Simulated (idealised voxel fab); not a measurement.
process module | voxel capacitor over wiring
cross-section cut | 200 nm wide | cells 5 nm
A cross-section is a grid of square cells, given in bands from the top down. A band is one or more rows of cells.
Each band's line starts with the height of the band's top and of its bottom, in nm. Then come its materials from left to right, each with its width in nm. One material with "throughout" fills the band from edge to edge. "air" is empty space.
Height 0 is the level under which the wafer as received is all one material. The lowest band goes on downwards, as in "0 down".
A width such as "30 to 40" changes by the same amount from each row of cells to the next, from the band's top row to its bottom row.
"no change" after a step means that no cell of the cross-section changed.
closed voids: empty space of 8 cells or more with no open way to the top, each as width x height at its distance from the left edge, in nm
after a step's settings: what the simulator itself notes on the step
overlay nm, on a step with a mask: how far to the right of its planned place the mask lay; to the left if negative
plan
1 op RECEIVE | material Si
2 op CONFORMAL_DEP | material SiO2 | thk nm 15
3 op DIRECTIONAL_DEP | material TiN | thk nm 5
4 op DIRECTIONAL_DEP | material Ru | thk nm 20
5 op MASKED_ETCH | tone cover | mask id METAL_1 | width nm 20 | pitch nm 90 | etch materials Ru | depth nm 20 | overlay nm 0
6 op MASKED_ETCH | tone cover | mask id METAL_1 | width nm 20 | pitch nm 90 | etch materials TiN | depth nm 5 | overlay nm 0
7 op FILL_DEP | material SiO2 | thk nm 10
8 op CMP | height nm 40
9 op CONFORMAL_DEP | material SiCN | thk nm 5
10 op DIRECTIONAL_DEP | material lowk | thk nm 15
11 op MASKED_ETCH | tone open | mask id PLUG_1 | width nm 15 | etch materials lowk | depth nm 15 | overlay nm 0
12 op MASKED_ETCH | tone open | mask id PLUG_1 | width nm 15 | etch materials SiCN | depth nm 5 | overlay nm 0
13 op EPI | material Ru | thk nm 10
14 op EPI | material Ru | thk nm 10
15 op DIRECTIONAL_DEP | material TiN | thk nm 10
16 op DIRECTIONAL_DEP | material SiN | thk nm 5
17 op DIRECTIONAL_DEP | material TiN | thk nm 10
18 op DIRECTIONAL_DEP | material aC | thk nm 15
19 op PATTERN | tone cover | mask id UPPER_PLATE | material resist | width nm 75 | thk nm 30 | overlay nm 0
20 op DIRECTIONAL_ETCH | etch materials aC | depth nm 15
21 op STRIP | etch materials resist
22 op DIRECTIONAL_ETCH | etch materials TiN | depth nm 10
23 op DIRECTIONAL_ETCH | etch materials SiN | depth nm 5
24 op STRIP | etch materials aC
25 op MASKED_ETCH | tone cover | mask id LOWER_PLATE | width nm 85 | etch materials TiN | depth nm 10 | overlay nm 0
26 op FILL_DEP | material SiO2 | thk nm 20
27 op CMP | height nm 100
28 op PATTERN | tone open | mask id PLUG_2 | material resist | width nm 15 | thk nm 15 | overlay nm 0
29 op DIRECTIONAL_ETCH | etch materials SiO2 | depth nm 15
30 op STRIP | etch materials resist
31 op CONFORMAL_DEP | material TiN | thk nm 5
32 op FILL_DEP | material W | thk nm 10
33 op CMP | height nm 100
34 op CONFORMAL_DEP | material SiCN | thk nm 5
as received, after step 1
  0 down: Si throughout
  closed voids: none
a wafer at the end: this start, this plan, one mistake
  105 to 100: SiCN throughout
  100 to 90: SiO2 60 | TiN 5 | W 5 | TiN 5 | SiO2 125
  90 to 85: SiO2 60 | TiN 15 | SiO2 125
  85 to 75: SiO2 50 | TiN 75 | SiO2 75
  75 to 70: SiO2 50 | SiN 75 | SiO2 75
  70 to 60: SiO2 45 | TiN 85 | SiO2 70
  60 to 45: lowk 50 | Ru 15 | lowk 135
  45 to 40: SiCN 50 | Ru 15 | SiCN 135
  40 to 20: SiO2 40 | Ru 30 | SiO2 60 | Ru 30 | SiO2 40
  20 to 15: SiO2 40 | TiN 30 | SiO2 60 | TiN 30 | SiO2 40
  15 to 0: SiO2 throughout
  0 down: Si throughout
  closed voids: none
what went wrong: step 5 ran as: op MASKED_ETCH | tone cover | mask id METAL_1 | width nm 30 | pitch nm 90 | etch materials Ru | depth nm 20 | overlay nm 0
